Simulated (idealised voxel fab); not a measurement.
The name of this process module is voxel ribs on slabs.
cross-section cut | 140 nm wide | cells 5 nm
We lay out every cross-section as a grid of square cells and spell it out in bands from the top down, where one band means one or more rows of cells.
It is stipulated that each band's entry specify, in nanometres, the height of the top of the band and then that of its bottom, followed by the materials of the band in left-to-right sequence, each together with its width in nanometres. A single material marked by the word "edge to edge" is understood to fill the band from edge to edge; the word "empty" is understood to denote empty space.
Height is counted from the level 0, under which the received wafer is composed throughout of one material. The lowest of the bands is not closed at the bottom but continues downward, in the notation "z 0 and below".
Width spec "30 to 40" -> top row of cells at first value, bottom row at second value, equal per-row change in between.
Step marked "everything unchanged"? Then no cell in the cross-section changed in it.
Each empty space that has no open way to the top and spans at least 8 cells appears under "Completely sealed voids" as width x height at distance, the distance counted from the left edge, all in nm.
Formally, on a step line, whatever follows the settings is a remark that the simulator itself makes on the step.
overlay nm: on a step with a mask, how far right of its planned place the mask lay; negative means left.

The steps planned for the process are as follows:
1 RECEIVE (material Si)
2 DIRECTIONAL_DEP (material SiO2; thk nm 20)
3 DIRECTIONAL_DEP (material SiN; thk nm 15)
4 DIRECTIONAL_DEP (material aC; thk nm 15)
5 PATTERN (tone cover; mask id RIB; material resist; width nm 25; thk nm 35; overlay nm 0)
6 DIRECTIONAL_ETCH (etch materials aC; depth nm 15)
7 STRIP (etch materials resist)
8 DIRECTIONAL_ETCH (etch materials SiN; depth nm 10)
9 STRIP (etch materials aC)
10 DIRECTIONAL_DEP (material aC; thk nm 10)
11 PATTERN (tone cover; mask id SLAB; material resist; width nm 75; thk nm 30; overlay nm 0)
12 DIRECTIONAL_ETCH (etch materials aC; depth nm 10)
13 STRIP (etch materials resist)
14 DIRECTIONAL_ETCH (etch materials SiN; depth nm 5)
15 STRIP (etch materials aC)
16 FILL_DEP (material SiO2; thk nm 20)
17 CMP (height nm 50)
18 DIRECTIONAL_DEP (material W; thk nm 10)
19 MASKED_ETCH (tone cover; mask id HEATER; width nm 35; etch materials W; depth nm 10; overlay nm 0)
20 CONFORMAL_DEP (material SiO2; thk nm 10)

The cross-section here shows the wafer as received, i.e. in its state after step 1:
    z 0 and below: Si edge to edge
    Completely sealed voids: none

The following cross-section depicts the wafer upon conclusion of the module. Processing commenced from the starting condition illustrated above and adhered to the plan illustrated above, save for one mistake in execution:
    z 70 to 60: empty 40 nm; SiO2 55 nm; empty 45 nm
    z 60 to 50: SiO2 50 nm; W 35 nm; SiO2 55 nm
    z 50 to 40: SiO2 edge to edge
    z 40 to 30: SiO2 55 nm; SiN 25 nm; SiO2 60 nm
    z 30 to 20: SiN edge to edge
    z 20 to 0: SiO2 edge to edge
    z 0 and below: Si edge to edge
    Completely sealed voids: none
Error vs. plan: planned and actual differ for step 10; actual: DIRECTIONAL_DEP (material SiN; thk nm 10)
